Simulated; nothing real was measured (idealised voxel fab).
Process module under the name voxel wiring stack
Each square cell in cross-section cut measures 5 nm, and the section as a whole is 240 nm wide.
This document writes a cross-section as a grid whose cells are square, and gives it as bands, listed from the top down; one or more rows of cells form a band. Per band: top height and bottom height in nm, followed by the left-to-right materials and their widths in nm; "edge to edge" marks a single material spanning edge to edge, "empty" marks empty space. Heights from 0 (as-received wafer is one material below). Bottom band endless downward, as "0 -> down". Width "30->40": first value at the band's top row of cells, second value at its bottom row, equal change from row to row. The cross-section has no changed cell in any step marked "nothing was modified". "Fully sealed voids": empty spaces of 8 cells or more with no open way to the top, each given as width x height at distance, distance from the left edge, all in nm. Heads up: the bit after the settings on a step's line is the simulator's remark on that step. "overlay nm" answers the question of how far to the right of plan the mask lay on a step that has a mask, and when it is negative the answer is to the left.

So here's the lineup of process steps we planned:
1) RECEIVE: material Si
2) CONFORMAL_DEP: material SiO2, thk nm 15
3) CONFORMAL_DEP: material SiCN, thk nm 5
4) DIRECTIONAL_DEP: material lowk, thk nm 20
5) PATTERN: tone open, mask id METAL_1, material resist, width nm 20, pitch nm 45, thk nm 15, overlay nm 0
6) DIRECTIONAL_ETCH: etch materials lowk, depth nm 20
7) DIRECTIONAL_ETCH: etch materials SiCN, depth nm 5
8) STRIP: etch materials resist
9) CONFORMAL_DEP: material TiN, thk nm 5
10) FILL_DEP: material Cu, thk nm 10
11) CMP: height nm 40
12) EPI: material Ru, thk nm 5
13) FILL_DEP: material SiCN, thk nm 5
14) DIRECTIONAL_DEP: material SiO2, thk nm 25
15) MASKED_ETCH: tone open, mask id METAL_2, width nm 20, pitch nm 45, etch materials SiO2, depth nm 15, overlay nm 0
16) PATTERN: tone open, mask id METAL_2_HOLES, material resist, width nm 15, pitch nm 45, thk nm 20, overlay nm 0
17) DIRECTIONAL_ETCH: etch materials SiO2, depth nm 10
18) DIRECTIONAL_ETCH: etch materials SiCN, depth nm 5
19) STRIP: etch materials resist
20) CONFORMAL_DEP: material TiN, thk nm 5
21) FILL_DEP: material Cu, thk nm 10
22) CMP: height nm 75
23) CONFORMAL_DEP: material SiCN, thk nm 5
24) DIRECTIONAL_DEP: material SiO2, thk nm 30
25) PATTERN: tone open, mask id METAL_3, material resist, width nm 20, pitch nm 45, thk nm 20, overlay nm 0
26) DIRECTIONAL_ETCH: etch materials SiO2, depth nm 20
27) STRIP: etch materials resist
28) MASKED_ETCH: tone open, mask id METAL_3_HOLES, width nm 15, pitch nm 45, etch materials SiO2, depth nm 10, overlay nm 0
29) MASKED_ETCH: tone open, mask id METAL_3_HOLES, width nm 15, pitch nm 45, etch materials SiCN, depth nm 5, overlay nm 0
30) CONFORMAL_DEP: material TiN, thk nm 5
31) FILL_DEP: material Cu, thk nm 10
32) CMP: height nm 110
33) CONFORMAL_DEP: material SiCN, thk nm 5

As-received state of the wafer in cross-section, equivalent to post-step 1:
0 -> down  Si edge to edge
Fully sealed voids: none

Cross-section at module end, one run error; start and plan unchanged from above:
115 -> 110  SiCN edge to edge
110 -> 95  65 of SiO2  5 of TiN  10 of Cu  5 of TiN  25 of SiO2  5 of TiN  10 of Cu  5 of TiN  25 of SiO2  5 of TiN  10 of Cu  5 of TiN  65 of SiO2
95 -> 90  65 of SiO2  5 of TiN  5 of Cu  10 of TiN  25 of SiO2  5 of TiN  5 of Cu  10 of TiN  25 of SiO2  5 of TiN  5 of Cu  10 of TiN  65 of SiO2
90 -> 80  65 of SiO2  5 of TiN  5 of Cu  5 of TiN  30 of SiO2  5 of TiN  5 of Cu  5 of TiN  30 of SiO2  5 of TiN  5 of Cu  5 of TiN  70 of SiO2
80 -> 75  65 of SiCN  15 of TiN  30 of SiCN  15 of TiN  30 of SiCN  15 of TiN  70 of SiCN
75 -> 65  65 of SiO2  5 of TiN  10 of Cu  5 of TiN  25 of SiO2  5 of TiN  10 of Cu  5 of TiN  25 of SiO2  5 of TiN  10 of Cu  5 of TiN  65 of SiO2
65 -> 60  65 of SiO2  5 of TiN  5 of Cu  10 of TiN  25 of SiO2  5 of TiN  5 of Cu  10 of TiN  25 of SiO2  5 of TiN  5 of Cu  10 of TiN  65 of SiO2
60 -> 50  65 of SiO2  5 of TiN  5 of Cu  5 of TiN  30 of SiO2  5 of TiN  5 of Cu  5 of TiN  30 of SiO2  5 of TiN  5 of Cu  5 of TiN  70 of SiO2
50 -> 45  65 of SiCN  15 of TiN  30 of SiCN  15 of TiN  30 of SiCN  15 of TiN  70 of SiCN
45 -> 40  60 of SiCN  30 of Ru  15 of SiCN  30 of Ru  15 of SiCN  30 of Ru  60 of SiCN
40 -> 35  65 of SiCN  20 of TiN  25 of SiCN  20 of TiN  25 of SiCN  20 of TiN  65 of SiCN
35 -> 15  lowk edge to edge
15 -> 0  SiO2 edge to edge
0 -> down  Si edge to edge
Fully sealed voids: none
What went wrong in running the wafer? steps 3 and 4 of the plan were run in the wrong order, each in the other's place
